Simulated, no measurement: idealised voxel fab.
Name of the process module below: voxel air gaps
The figure presents cross-section cut, which has a width of 205 nm and is divided into square cells with an edge length of 5 nm.
Cross-sections here: square-cell grids, written as top-down lists of bands, a band being one or more rows of cells.
Within each band entry, the heights of the top and of the bottom of the band appear first, in that order and in nm; the materials of the band then follow from left to right, each with its corresponding width in nm. The designation "everywhere" on a single material indicates that it fills the band from edge to edge; the designation "empty" indicates empty space.
Basically, 0 is our baseline, since under it the wafer straight out of the box is all one material. The bottom band has no lower end and keeps on going down, so it looks like "top 0, no bottom".
Width "30->40": first value at the band's top row of cells, second value at its bottom row, equal change from row to row.
Where the words "nothing altered" appear for a step, the cross-section shows no cell changed by that step; every cell remained as before.
"Closed void register" lists enclosed empty spaces (at least 8 cells, no open path upward to the top), each as width x height at distance from the left edge, in nm.
Where a step's line continues beyond its settings, the continuation is a remark by the simulator itself on that step.
The setting "overlay nm" may be written on the line of a step. When the step uses a mask, the value reports how far to the right of the planned place the mask lay, and a negative value reports that it lay to the left.
Layout of what follows: cross-section pairs, each bracketing one process step, the after cross-section shown only to the lowest band that changed, the step between and its settings noted under each pair. Pairs may originate in different runs of this module on the same starting wafer; a pair continues from the pair above only where its entry headed "Pre-step" says so.
Pre-step
  top 0, no bottom: Si everywhere
  Closed void register: none
Resultant Cross-Section
  top 15, bottom 0: SiO2 everywhere
  Everything under 0 stays put, no change at all.
  Closed void register: none
Can you say which step sits between the two cross-sections above? CONFORMAL_DEP [material SiO2] [thk nm 15]
Pre-step: unchanged from the after cross-section in the pair immediately above; refer to that figure.
Resultant Cross-Section
  top 20, bottom 15: SiN everywhere
  Everything under 15 stays put, no change at all.
  Closed void register: none
Can you say which step sits between the two cross-sections above? CONFORMAL_DEP [material SiN] [thk nm 5]
Pre-step: unchanged from the after cross-section in the pair immediately above; refer to that figure.
Resultant Cross-Section
  top 60, bottom 20: lowk everywhere
  Everything under 20 stays put, no change at all.
  Closed void register: none
Can you say which step sits between the two cross-sections above? DIRECTIONAL_DEP [material lowk] [thk nm 40]
Pre-step: unchanged from the after cross-section in the pair immediately above; refer to that figure.
Resultant Cross-Section
  top 60, bottom 20: lowk (35) | empty (25) | lowk (30) | empty (25) | lowk (30) | empty (25) | lowk (35)
  Everything under 20 stays put, no change at all.
  Closed void register: none
Can you say which step sits between the two cross-sections above? MASKED_ETCH [tone open] [mask id LINES] [width nm 25] [pitch nm 55] [etch materials lowk] [depth nm 40] [overlay nm 0]
Pre-step: unchanged from the after cross-section in the pair immediately above; refer to that figure.
Resultant Cross-Section
  top 65, bottom 60: TiN (40) | empty (15) | TiN (40) | empty (15) | TiN (40) | empty (15) | TiN (40)
  top 60, bottom 25: lowk (35) | TiN (5) | empty (15) | TiN (5) | lowk (30) | TiN (5) | empty (15) | TiN (5) | lowk (30) | TiN (5) | empty (15) | TiN (5) | lowk (35)
  top 25, bottom 20: lowk (35) | TiN (25) | lowk (30) | TiN (25) | lowk (30) | TiN (25) | lowk (35)
  Everything under 20 stays put, no change at all.
  Closed void register: none
Can you say which step sits between the two cross-sections above? CONFORMAL_DEP [material TiN] [thk nm 5]
Pre-step: unchanged from the after cross-section in the pair immediately above; refer to that figure.
Resultant Cross-Section
  top 70, bottom 65: Ru everywhere
  top 65, bottom 60: TiN (40) | Ru (15) | TiN (40) | Ru (15) | TiN (40) | Ru (15) | TiN (40)
  top 60, bottom 25: lowk (35) | TiN (5) | Ru (15) | TiN (5) | lowk (30) | TiN (5) | Ru (15) | TiN (5) | lowk (30) | TiN (5) | Ru (15) | TiN (5) | lowk (35)
  Everything under 25 stays put, no change at all.
  Closed void register: none
Can you say which step sits between the two cross-sections above? FILL_DEP [material Ru] [thk nm 5]
Pre-step: unchanged from the after cross-section in the pair immediately above; refer to that figure.
Resultant Cross-Section
  top 60, bottom 25: lowk (35) | TiN (5) | Ru (15) | TiN (5) | lowk (30) | TiN (5) | Ru (15) | TiN (5) | lowk (30) | TiN (5) | Ru (15) | TiN (5) | lowk (35)
  Everything under 25 stays put, no change at all.
  Closed void register: none
Can you say which step sits between the two cross-sections above? CMP [height nm 60]
Pre-step: unchanged from the after cross-section in the pair immediately above; refer to that figure.
Resultant Cross-Section
  top 70, bottom 60: empty (25) | Ru (45) | empty (10) | Ru (45) | empty (10) | Ru (45) | empty (25)
  Everything under 60 stays put, no change at all.
  Closed void register: none
Can you say which step sits between the two cross-sections above? EPI [material Ru] [thk nm 10]
Pre-step: unchanged from the after cross-section in the pair immediately above; refer to that figure.
Resultant Cross-Section
  top 70, bottom 60: empty (25) | Ru (45) | empty (10) | Ru (45) | empty (10) | Ru (45) | empty (25)
  top 60, bottom 25: empty (35) | TiN (5) | Ru (15) | TiN (5) | empty (30) | TiN (5) | Ru (15) | TiN (5) | empty (30) | TiN (5) | Ru (15) | TiN (5) | empty (35)
  top 25, bottom 20: empty (35) | TiN (25) | empty (30) | TiN (25) | empty (30) | TiN (25) | empty (35)
  Everything under 20 stays put, no change at all.
  Closed void register: none
Can you say which step sits between the two cross-sections above? SELECTIVE_ETCH [etch materials lowk] [depth nm 50]
Pre-step: unchanged from the after cross-section in the pair immediately above; refer to that figure.
Resultant Cross-Section
  top 75, bottom 70: empty (20) | SiCN (165) | empty (20)
  top 70, bottom 60: empty (20) | SiCN (5) | Ru (45) | SiCN (10) | Ru (45) | SiCN (10) | Ru (45) | SiCN (5) | empty (20)
  top 60, bottom 55: empty (20) | SiCN (15) | TiN (5) | Ru (15) | TiN (5) | SiCN (30) | TiN (5) | Ru (15) | TiN (5) | SiCN (30) | TiN (5) | Ru (15) | TiN (5) | SiCN (15) | empty (20)
  top 55, bottom 25: empty (30) | SiCN (5) | TiN (5) | Ru (15) | TiN (5) | SiCN (5) | empty (20) | SiCN (5) | TiN (5) | Ru (15) | TiN (5) | SiCN (5) | empty (20) | SiCN (5) | TiN (5) | Ru (15) | TiN (5) | SiCN (5) | empty (30)
  top 25, bottom 20: SiCN (35) | TiN (25) | SiCN (30) | TiN (25) | SiCN (30) | TiN (25) | SiCN (35)
  Everything under 20 stays put, no change at all.
  Closed void register: 20 x 30 at 65; 20 x 30 at 120
Can you say which step sits between the two cross-sections above? CONFORMAL_DEP [material SiCN] [thk nm 5]
Pre-step
  top 70, bottom 60: empty (25) | Ru (45) | empty (10) | Ru (45) | empty (10) | Ru (45) | empty (25)
  top 60, bottom 25: lowk (35) | TiN (5) | Ru (15) | TiN (5) | lowk (30) | TiN (5) | Ru (15) | TiN (5) | lowk (30) | TiN (5) | Ru (15) | TiN (5) | lowk (35)
  top 25, bottom 20: lowk (35) | TiN (25) | lowk (30) | TiN (25) | lowk (30) | TiN (25) | lowk (35)
  top 20, bottom 15: SiN everywhere
  top 15, bottom 0: SiO2 everywhere
  top 0, no bottom: Si everywhere
  Closed void register: none
Resultant Cross-Section
  top 80, bottom 60: empty (15) | Ru (175) | empty (15)
  Everything under 60 stays put, no change at all.
  Closed void register: none
Can you say which step sits between the two cross-sections above? EPI [material Ru] [thk nm 10]
Pre-step: unchanged from the after cross-section in the pair immediately above; refer to that figure.
Resultant Cross-Section
  top 80, bottom 60: empty (15) | Ru (175) | empty (15)
  top 60, bottom 25: empty (35) | TiN (5) | Ru (15) | TiN (5) | lowk (30) | TiN (5) | Ru (15) | TiN (5) | lowk (30) | TiN (5) | Ru (15) | TiN (5) | empty (35)
  top 25, bottom 20: empty (35) | TiN (25) | lowk (30) | TiN (25) | lowk (30) | TiN (25) | empty (35)
  Everything under 20 stays put, no change at all.
  Closed void register: none
Can you say which step sits between the two cross-sections above? SELECTIVE_ETCH [etch materials lowk] [depth nm 50]
Pre-step: unchanged from the after cross-section in the pair immediately above; refer to that figure.
Resultant Cross-Section
  top 85, bottom 80: empty (10) | SiCN (185) | empty (10)
  top 80, bottom 60: empty (10) | SiCN (5) | Ru (175) | SiCN (5) | empty (10)
  top 60, bottom 55: empty (10) | SiCN (25) | TiN (5) | Ru (15) | TiN (5) | lowk (30) | TiN (5) | Ru (15) | TiN (5) | lowk (30) | TiN (5) | Ru (15) | TiN (5) | SiCN (25) | empty (10)
  top 55, bottom 25: empty (30) | SiCN (5) | TiN (5) | Ru (15) | TiN (5) | lowk (30) | TiN (5) | Ru (15) | TiN (5) | lowk (30) | TiN (5) | Ru (15) | TiN (5) | SiCN (5) | empty (30)
  top 25, bottom 20: SiCN (35) | TiN (25) | lowk (30) | TiN (25) | lowk (30) | TiN (25) | SiCN (35)
  Everything under 20 stays put, no change at all.
  Closed void register: none
Can you say which step sits between the two cross-sections above? CONFORMAL_DEP [material SiCN] [thk nm 5]
Pre-step
  top 60, bottom 25: lowk (35) | TiN (5) | Ru (15) | TiN (5) | lowk (30) | TiN (5) | Ru (15) | TiN (5) | lowk (30) | TiN (5) | Ru (15) | TiN (5) | lowk (35)
  top 25, bottom 20: lowk (35) | TiN (25) | lowk (30) | TiN (25) | lowk (30) | TiN (25) | lowk (35)
  top 20, bottom 15: SiN everywhere
  top 15, bottom 0: SiO2 everywhere
  top 0, no bottom: Si everywhere
  Closed void register: none
Resultant Cross-Section
  top 60, bottom 25: empty (35) | TiN (5) | Ru (15) | TiN (5) | empty (30) | TiN (5) | Ru (15) | TiN (5) | empty (30) | TiN (5) | Ru (15) | TiN (5) | empty (35)
  top 25, bottom 20: empty (35) | TiN (25) | empty (30) | TiN (25) | empty (30) | TiN (25) | empty (35)
  Everything under 20 stays put, no change at all.
  Closed void register: none
Can you say which step sits between the two cross-sections above? SELECTIVE_ETCH [etch materials lowk] [depth nm 50]
Pre-step: unchanged from the after cross-section in the pair immediately above; refer to that figure.
Resultant Cross-Section
  top 70, bottom 60: empty (25) | Ru (45) | empty (10) | Ru (45) | empty (10) | Ru (45) | empty (25)
  top 60, bottom 25: empty (25) | Ru (10) | TiN (5) | Ru (15) | TiN (5) | Ru (10) | empty (10) | Ru (10) | TiN (5) | Ru (15) | TiN (5) | Ru (10) | empty (10) | Ru (10) | TiN (5) | Ru (15) | TiN (5) | Ru (10) | empty (25)
  top 25, bottom 20: empty (25) | Ru (10) | TiN (25) | Ru (10) | empty (10) | Ru (10) | TiN (25) | Ru (10) | empty (10) | Ru (10) | TiN (25) | Ru (10) | empty (25)
  Everything under 20 stays put, no change at all.
  Closed void register: none
Can you say which step sits between the two cross-sections above? EPI [material Ru] [thk nm 10]
Pre-step: unchanged from the after cross-section in the pair immediately above; refer to that figure.
Resultant Cross-Section
  top 75, bottom 70: empty (20) | SiCN (165) | empty (20)
  top 70, bottom 60: empty (20) | SiCN (5) | Ru (45) | SiCN (10) | Ru (45) | SiCN (10) | Ru (45) | SiCN (5) | empty (20)
  top 60, bottom 25: empty (20) | SiCN (5) | Ru (10) | TiN (5) | Ru (15) | TiN (5) | Ru (10) | SiCN (10) | Ru (10) | TiN (5) | Ru (15) | TiN (5) | Ru (10) | SiCN (10) | Ru (10) | TiN (5) | Ru (15) | TiN (5) | Ru (10) | SiCN (5) | empty (20)
  top 25, bottom 20: SiCN (25) | Ru (10) | TiN (25) | Ru (10) | SiCN (10) | Ru (10) | TiN (25) | Ru (10) | SiCN (10) | Ru (10) | TiN (25) | Ru (10) | SiCN (25)
  Everything under 20 stays put, no change at all.
  Closed void register: none
Can you say which step sits between the two cross-sections above? CONFORMAL_DEP [material SiCN] [thk nm 5]
Pre-step
  top 70, bottom 60: empty (25) | Ru (45) | empty (10) | Ru (45) | empty (10) | Ru (45) | empty (25)
  top 60, bottom 25: empty (35) | TiN (5) | Ru (15) | TiN (5) | empty (30) | TiN (5) | Ru (15) | TiN (5) | empty (30) | TiN (5) | Ru (15) | TiN (5) | empty (35)
  top 25, bottom 20: empty (35) | TiN (25) | empty (30) | TiN (25) | empty (30) | TiN (25) | empty (35)
  top 20, bottom 15: SiN everywhere
  top 15, bottom 0: SiO2 everywhere
  top 0, no bottom: Si everywhere
  Closed void register: none
Resultant Cross-Section
  top 85, bottom 70: empty (10) | SiCN (185) | empty (10)
  top 70, bottom 60: empty (10) | SiCN (15) | Ru (45) | SiCN (10) | Ru (45) | SiCN (10) | Ru (45) | SiCN (15) | empty (10)
  top 60, bottom 55: empty (10) | SiCN (25) | TiN (5) | Ru (15) | TiN (5) | SiCN (30) | TiN (5) | Ru (15) | TiN (5) | SiCN (30) | TiN (5) | Ru (15) | TiN (5) | SiCN (25) | empty (10)
  top 55, bottom 45: empty (10) | SiCN (25) | TiN (5) | Ru (15) | TiN (5) | SiCN (5) | empty (20) | SiCN (5) | TiN (5) | Ru (15) | TiN (5) | SiCN (5) | empty (20) | SiCN (5) | TiN (5) | Ru (15) | TiN (5) | SiCN (25) | empty (10)
  top 45, bottom 35: empty (20) | SiCN (15) | TiN (5) | Ru (15) | TiN (5) | SiCN (5) | empty (20) | SiCN (5) | TiN (5) | Ru (15) | TiN (5) | SiCN (5) | empty (20) | SiCN (5) | TiN (5) | Ru (15) | TiN (5) | SiCN (15) | empty (20)
  top 35, bottom 25: SiCN (35) | TiN (5) | Ru (15) | TiN (5) | SiCN (5) | empty (20) | SiCN (5) | TiN (5) | Ru (15) | TiN (5) | SiCN (5) | empty (20) | SiCN (5) | TiN (5) | Ru (15) | TiN (5) | SiCN (35)
  top 25, bottom 20: SiCN (35) | TiN (25) | SiCN (30) | TiN (25) | SiCN (30) | TiN (25) | SiCN (35)
  Everything under 20 stays put, no change at all.
  Closed void register: 20 x 30 at 65; 20 x 30 at 120
Can you say which step sits between the two cross-sections above? CONFORMAL_DEP [material SiCN] [thk nm 15]
Pre-step
  top 60, bottom 20: lowk everywhere
  top 20, bottom 15: SiN everywhere
  top 15, bottom 0: SiO2 everywhere
  top 0, no bottom: Si everywhere
  Closed void register: none
Resultant Cross-Section
  top 60, bottom 20: lowk (30) | empty (35) | lowk (20) | empty (35) | lowk (20) | empty (35) | lowk (30)
  Everything under 20 stays put, no change at all.
  Closed void register: none
Can you say which step sits between the two cross-sections above? MASKED_ETCH [tone open] [mask id LINES] [width nm 35] [pitch nm 55] [etch materials lowk] [depth nm 40] [overlay nm 0]
Pre-step: unchanged from the after cross-section in the pair immediately above; refer to that figure.
Resultant Cross-Section
  top 65, bottom 60: TiN (35) | empty (25) | TiN (30) | empty (25) | TiN (30) | empty (25) | TiN (35)
  top 60, bottom 25: lowk (30) | TiN (5) | empty (25) | TiN (5) | lowk (20) | TiN (5) | empty (25) | TiN (5) | lowk (20) | TiN (5) | empty (25) | TiN (5) | lowk (30)
  top 25, bottom 20: lowk (30) | TiN (35) | lowk (20) | TiN (35) | lowk (20) | TiN (35) | lowk (30)
  Everything under 20 stays put, no change at all.
  Closed void register: none
Can you say which step sits between the two cross-sections above? CONFORMAL_DEP [material TiN] [thk nm 5]
Pre-step: unchanged from the after cross-section in the pair immediately above; refer to that figure.
Resultant Cross-Section
  top 70, bottom 65: Ru everywhere
  top 65, bottom 60: TiN (35) | Ru (25) | TiN (30) | Ru (25) | TiN (30) | Ru (25) | TiN (35)
  top 60, bottom 25: lowk (30) | TiN (5) | Ru (25) | TiN (5) | lowk (20) | TiN (5) | Ru (25) | TiN (5) | lowk (20) | TiN (5) | Ru (25) | TiN (5) | lowk (30)
  Everything under 25 stays put, no change at all.
  Closed void register: none
Can you say which step sits between the two cross-sections above? FILL_DEP [material Ru] [thk nm 5]
Pre-step: unchanged from the after cross-section in the pair immediately above; refer to that figure.
Resultant Cross-Section
  top 60, bottom 25: lowk (30) | TiN (5) | Ru (25) | TiN (5) | lowk (20) | TiN (5) | Ru (25) | TiN (5) | lowk (20) | TiN (5) | Ru (25) | TiN (5) | lowk (30)
  Everything under 25 stays put, no change at all.
  Closed void register: none
Can you say which step sits between the two cross-sections above? CMP [height nm 60]
Pre-step: unchanged from the after cross-section in the pair immediately above; refer to that figure.
Resultant Cross-Section
  top 70, bottom 60: empty (20) | Ru (165) | empty (20)
  Everything under 60 stays put, no change at all.
  Closed void register: none
Can you say which step sits between the two cross-sections above? EPI [material Ru] [thk nm 10]
Pre-step: unchanged from the after cross-section in the pair immediately above; refer to that figure.
Resultant Cross-Section
  top 70, bottom 60: empty (20) | Ru (165) | empty (20)
  top 60, bottom 25: empty (30) | TiN (5) | Ru (25) | TiN (5) | lowk (20) | TiN (5) | Ru (25) | TiN (5) | lowk (20) | TiN (5) | Ru (25) | TiN (5) | empty (30)
  top 25, bottom 20: empty (30) | TiN (35) | lowk (20) | TiN (35) | lowk (20) | TiN (35) | empty (30)
  Everything under 20 stays put, no change at all.
  Closed void register: none
Can you say which step sits between the two cross-sections above? SELECTIVE_ETCH [etch materials lowk] [depth nm 50]
Pre-step: unchanged from the after cross-section in the pair immediately above; refer to that figure.
Resultant Cross-Section
  top 75, bottom 70: empty (15) | SiCN (175) | empty (15)
  top 70, bottom 60: empty (15) | SiCN (5) | Ru (165) | SiCN (5) | empty (15)
  top 60, bottom 55: empty (15) | SiCN (15) | TiN (5) | Ru (25) | TiN (5) | lowk (20) | TiN (5) | Ru (25) | TiN (5) | lowk (20) | TiN (5) | Ru (25) | TiN (5) | SiCN (15) | empty (15)
  top 55, bottom 25: empty (25) | SiCN (5) | TiN (5) | Ru (25) | TiN (5) | lowk (20) | TiN (5) | Ru (25) | TiN (5) | lowk (20) | TiN (5) | Ru (25) | TiN (5) | SiCN (5) | empty (25)
  top 25, bottom 20: SiCN (30) | TiN (35) | lowk (20) | TiN (35) | lowk (20) | TiN (35) | SiCN (30)
  Everything under 20 stays put, no change at all.
  Closed void register: none
Can you say which step sits between the two cross-sections above? CONFORMAL_DEP [material SiCN] [thk nm 5]
Pre-step
  top 60, bottom 20: lowk everywhere
  top 20, bottom 15: SiN everywhere
  top 15, bottom 0: SiO2 everywhere
  top 0, no bottom: Si everywhere
  Closed void register: none
Resultant Cross-Section
  top 60, bottom 20: lowk (45) | empty (25) | lowk (30) | empty (25) | lowk (30) | empty (25) | lowk (25)
  Everything under 20 stays put, no change at all.
  Closed void register: none
Can you say which step sits between the two cross-sections above? MASKED_ETCH [tone open] [mask id LINES] [width nm 25] [pitch nm 55] [etch materials lowk] [depth nm 40] [overlay nm 10]
Pre-step: unchanged from the after cross-section in the pair immediately above; refer to that figure.
Resultant Cross-Section
  top 65, bottom 60: TiN (50) | empty (15) | TiN (40) | empty (15) | TiN (40) | empty (15) | TiN (30)
  top 60, bottom 25: lowk (45) | TiN (5) | empty (15) | TiN (5) | lowk (30) | TiN (5) | empty (15) | TiN (5) | lowk (30) | TiN (5) | empty (15) | TiN (5) | lowk (25)
  top 25, bottom 20: lowk (45) | TiN (25) | lowk (30) | TiN (25) | lowk (30) | TiN (25) | lowk (25)
  Everything under 20 stays put, no change at all.
  Closed void register: none
Can you say which step sits between the two cross-sections above? CONFORMAL_DEP [material TiN] [thk nm 5]
Pre-step: unchanged from the after cross-section in the pair immediately above; refer to that figure.
Resultant Cross-Section
  top 70, bottom 65: Ru everywhere
  top 65, bottom 60: TiN (50) | Ru (15) | TiN (40) | Ru (15) | TiN (40) | Ru (15) | TiN (30)
  top 60, bottom 25: lowk (45) | TiN (5) | Ru (15) | TiN (5) | lowk (30) | TiN (5) | Ru (15) | TiN (5) | lowk (30) | TiN (5) | Ru (15) | TiN (5) | lowk (25)
  Everything under 25 stays put, no change at all.
  Closed void register: none
Can you say which step sits between the two cross-sections above? FILL_DEP [material Ru] [thk nm 5]
Pre-step: unchanged from the after cross-section in the pair immediately above; refer to that figure.
Resultant Cross-Section
  top 60, bottom 25: lowk (45) | TiN (5) | Ru (15) | TiN (5) | lowk (30) | TiN (5) | Ru (15) | TiN (5) | lowk (30) | TiN (5) | Ru (15) | TiN (5) | lowk (25)
  Everything under 25 stays put, no change at all.
  Closed void register: none
Can you say which step sits between the two cross-sections above? CMP [height nm 60]
Pre-step: unchanged from the after cross-section in the pair immediately above; refer to that figure.
Resultant Cross-Section
  top 70, bottom 60: empty (35) | Ru (45) | empty (10) | Ru (45) | empty (10) | Ru (45) | empty (15)
  Everything under 60 stays put, no change at all.
  Closed void register: none
Can you say which step sits between the two cross-sections above? EPI [material Ru] [thk nm 10]
Pre-step: unchanged from the after cross-section in the pair immediately above; refer to that figure.
Resultant Cross-Section
  top 70, bottom 60: empty (35) | Ru (45) | empty (10) | Ru (45) | empty (10) | Ru (45) | empty (15)
  top 60, bottom 25: empty (45) | TiN (5) | Ru (15) | TiN (5) | empty (30) | TiN (5) | Ru (15) | TiN (5) | empty (30) | TiN (5) | Ru (15) | TiN (5) | empty (25)
  top 25, bottom 20: empty (45) | TiN (25) | empty (30) | TiN (25) | empty (30) | TiN (25) | empty (25)
  Everything under 20 stays put, no change at all.
  Closed void register: none
Can you say which step sits between the two cross-sections above? SELECTIVE_ETCH [etch materials lowk] [depth nm 50]
Pre-step: unchanged from the after cross-section in the pair immediately above; refer to that figure.
Resultant Cross-Section
  top 75, bottom 70: empty (30) | SiCN (165) | empty (10)
  top 70, bottom 60: empty (30) | SiCN (5) | Ru (45) | SiCN (10) | Ru (45) | SiCN (10) | Ru (45) | SiCN (5) | empty (10)
  top 60, bottom 55: empty (30) | SiCN (15) | TiN (5) | Ru (15) | TiN (5) | SiCN (30) | TiN (5) | Ru (15) | TiN (5) | SiCN (30) | TiN (5) | Ru (15) | TiN (5) | SiCN (15) | empty (10)
  top 55, bottom 25: empty (40) | SiCN (5) | TiN (5) | Ru (15) | TiN (5) | SiCN (5) | empty (20) | SiCN (5) | TiN (5) | Ru (15) | TiN (5) | SiCN (5) | empty (20) | SiCN (5) | TiN (5) | Ru (15) | TiN (5) | SiCN (5) | empty (20)
  top 25, bottom 20: SiCN (45) | TiN (25) | SiCN (30) | TiN (25) | SiCN (30) | TiN (25) | SiCN (25)
  Everything under 20 stays put, no change at all.
  Closed void register: 20 x 30 at 75; 20 x 30 at 130
Can you say which step sits between the two cross-sections above? CONFORMAL_DEP [material SiCN] [thk nm 5]
Pre-step
  top 65, bottom 60: TiN (40) | empty (15) | TiN (40) | empty (15) | TiN (40) | empty (15) | TiN (40)
  top 60, bottom 25: lowk (35) | TiN (5) | empty (15) | TiN (5) | lowk (30) | TiN (5) | empty (15) | TiN (5) | lowk (30) | TiN (5) | empty (15) | TiN (5) | lowk (35)
  top 25, bottom 20: lowk (35) | TiN (25) | lowk (30) | TiN (25) | lowk (30) | TiN (25) | lowk (35)
  top 20, bottom 15: SiN everywhere
  top 15, bottom 0: SiO2 everywhere
  top 0, no bottom: Si everywhere
  Closed void register: none
Resultant Cross-Section
  top 70, bottom 65: SiN everywhere
  top 65, bottom 60: TiN (40) | SiN (15) | TiN (40) | SiN (15) | TiN (40) | SiN (15) | TiN (40)
  top 60, bottom 25: lowk (35) | TiN (5) | SiN (15) | TiN (5) | lowk (30) | TiN (5) | SiN (15) | TiN (5) | lowk (30) | TiN (5) | SiN (15) | TiN (5) | lowk (35)
  Everything under 25 stays put, no change at all.
  Closed void register: none
Can you say which step sits between the two cross-sections above? FILL_DEP [material SiN] [thk nm 5]
Pre-step: unchanged from the after cross-section in the pair immediately above; refer to that figure.
Resultant Cross-Section
  top 60, bottom 25: lowk (35) | TiN (5) | SiN (15) | TiN (5) | lowk (30) | TiN (5) | SiN (15) | TiN (5) | lowk (30) | TiN (5) | SiN (15) | TiN (5) | lowk (35)
  Everything under 25 stays put, no change at all.
  Closed void register: none
Can you say which step sits between the two cross-sections above? CMP [height nm 60]
Pre-step: unchanged from the after cross-section in the pair immediately above; refer to that figure.
Resultant Cross-Section
  top 70, bottom 60: empty (25) | Ru (45) | empty (10) | Ru (45) | empty (10) | Ru (45) | empty (25)
  Everything under 60 stays put, no change at all.
  Closed void register: none
Can you say which step sits between the two cross-sections above? EPI [material Ru] [thk nm 10]
Pre-step: unchanged from the after cross-section in the pair immediately above; refer to that figure.
Resultant Cross-Section
  top 70, bottom 60: empty (25) | Ru (45) | empty (10) | Ru (45) | empty (10) | Ru (45) | empty (25)
  top 60, bottom 25: empty (35) | TiN (5) | SiN (15) | TiN (5) | empty (30) | TiN (5) | SiN (15) | TiN (5) | empty (30) | TiN (5) | SiN (15) | TiN (5) | empty (35)
  top 25, bottom 20: empty (35) | TiN (25) | empty (30) | TiN (25) | empty (30) | TiN (25) | empty (35)
  Everything under 20 stays put, no change at all.
  Closed void register: none
Can you say which step sits between the two cross-sections above? SELECTIVE_ETCH [etch materials lowk] [depth nm 50]
Pre-step: unchanged from the after cross-section in the pair immediately above; refer to that figure.
Resultant Cross-Section
  top 75, bottom 70: empty (20) | SiCN (165) | empty (20)
  top 70, bottom 60: empty (20) | SiCN (5) | Ru (45) | SiCN (10) | Ru (45) | SiCN (10) | Ru (45) | SiCN (5) | empty (20)
  top 60, bottom 55: empty (20) | SiCN (15) | TiN (5) | SiN (15) | TiN (5) | SiCN (30) | TiN (5) | SiN (15) | TiN (5) | SiCN (30) | TiN (5) | SiN (15) | TiN (5) | SiCN (15) | empty (20)
  top 55, bottom 25: empty (30) | SiCN (5) | TiN (5) | SiN (15) | TiN (5) | SiCN (5) | empty (20) | SiCN (5) | TiN (5) | SiN (15) | TiN (5) | SiCN (5) | empty (20) | SiCN (5) | TiN (5) | SiN (15) | TiN (5) | SiCN (5) | empty (30)
  top 25, bottom 20: SiCN (35) | TiN (25) | SiCN (30) | TiN (25) | SiCN (30) | TiN (25) | SiCN (35)
  Everything under 20 stays put, no change at all.
  Closed void register: 20 x 30 at 65; 20 x 30 at 120
Can you say which step sits between the two cross-sections above? CONFORMAL_DEP [material SiCN] [thk nm 5]
Pre-step
  top 60, bottom 20: lowk everywhere
  top 20, bottom 15: SiN everywhere
  top 15, bottom 0: SiO2 everywhere
  top 0, no bottom: Si everywhere
  Closed void register: none
Resultant Cross-Section
  top 60, bottom 20: empty (35) | lowk (25) | empty (30) | lowk (25) | empty (30) | lowk (25) | empty (35)
  Everything under 20 stays put, no change at all.
  Closed void register: none
Can you say which step sits between the two cross-sections above? MASKED_ETCH [tone cover] [mask id LINES] [width nm 25] [pitch nm 55] [etch materials lowk] [depth nm 40] [overlay nm 0]
Pre-step: unchanged from the after cross-section in the pair immediately above; refer to that figure.
Resultant Cross-Section
  top 65, bottom 60: empty (30) | TiN (35) | empty (20) | TiN (35) | empty (20) | TiN (35) | empty (30)
  top 60, bottom 25: empty (30) | TiN (5) | lowk (25) | TiN (5) | empty (20) | TiN (5) | lowk (25) | TiN (5) | empty (20) | TiN (5) | lowk (25) | TiN (5) | empty (30)
  top 25, bottom 20: TiN (35) | lowk (25) | TiN (30) | lowk (25) | TiN (30) | lowk (25) | TiN (35)
  Everything under 20 stays put, no change at all.
  Closed void register: none
Can you say which step sits between the two cross-sections above? CONFORMAL_DEP [material TiN] [thk nm 5]
Pre-step: unchanged from the after cross-section in the pair immediately above; refer to that figure.
Resultant Cross-Section
  top 70, bottom 65: Ru everywhere
  top 65, bottom 60: Ru (30) | TiN (35) | Ru (20) | TiN (35) | Ru (20) | TiN (35) | Ru (30)
  top 60, bottom 25: Ru (30) | TiN (5) | lowk (25) | TiN (5) | Ru (20) | TiN (5) | lowk (25) | TiN (5) | Ru (20) | TiN (5) | lowk (25) | TiN (5) | Ru (30)
  Everything under 25 stays put, no change at all.
  Closed void register: none
Can you say which step sits between the two cross-sections above? FILL_DEP [material Ru] [thk nm 5]
Pre-step: unchanged from the after cross-section in the pair immediately above; refer to that figure.
Resultant Cross-Section
  top 60, bottom 25: Ru (30) | TiN (5) | lowk (25) | TiN (5) | Ru (20) | TiN (5) | lowk (25) | TiN (5) | Ru (20) | TiN (5) | lowk (25) | TiN (5) | Ru (30)
  Everything under 25 stays put, no change at all.
  Closed void register: none
Can you say which step sits between the two cross-sections above? CMP [height nm 60]
Pre-step: unchanged from the after cross-section in the pair immediately above; refer to that figure.
Resultant Cross-Section
  top 70, bottom 60: Ru (45) | empty (5) | Ru (50) | empty (5) | Ru (50) | empty (5) | Ru (45)
  Everything under 60 stays put, no change at all.
  Closed void register: none
Can you say which step sits between the two cross-sections above? EPI [material Ru] [thk nm 10]
Pre-step: unchanged from the after cross-section in the pair immediately above; refer to that figure.
Resultant Cross-Section
  top 70, bottom 60: Ru (45) | empty (5) | Ru (50) | empty (5) | Ru (50) | empty (5) | Ru (45)
  top 60, bottom 25: Ru (30) | TiN (5) | empty (25) | TiN (5) | Ru (20) | TiN (5) | empty (25) | TiN (5) | Ru (20) | TiN (5) | empty (25) | TiN (5) | Ru (30)
  top 25, bottom 20: TiN (35) | empty (25) | TiN (30) | empty (25) | TiN (30) | empty (25) | TiN (35)
  Everything under 20 stays put, no change at all.
  Closed void register: none
Can you say which step sits between the two cross-sections above? SELECTIVE_ETCH [etch materials lowk] [depth nm 50]
Pre-step: unchanged from the after cross-section in the pair immediately above; refer to that figure.
Resultant Cross-Section
  top 75, bottom 70: SiCN everywhere
  top 70, bottom 60: Ru (45) | SiCN (5) | Ru (50) | SiCN (5) | Ru (50) | SiCN (5) | Ru (45)
  top 60, bottom 55: Ru (30) | TiN (5) | SiCN (25) | TiN (5) | Ru (20) | TiN (5) | SiCN (25) | TiN (5) | Ru (20) | TiN (5) | SiCN (25) | TiN (5) | Ru (30)
  top 55, bottom 25: Ru (30) | TiN (5) | SiCN (5) | empty (15) | SiCN (5) | TiN (5) | Ru (20) | TiN (5) | SiCN (5) | empty (15) | SiCN (5) | TiN (5) | Ru (20) | TiN (5) | SiCN (5) | empty (15) | SiCN (5) | TiN (5) | Ru (30)
  top 25, bottom 20: TiN (35) | SiCN (25) | TiN (30) | SiCN (25) | TiN (30) | SiCN (25) | TiN (35)
  Everything under 20 stays put, no change at all.
  Closed void register: 15 x 30 at 40; 15 x 30 at 95; 15 x 30 at 150
Can you say which step sits between the two cross-sections above? CONFORMAL_DEP [material SiCN] [thk nm 5]
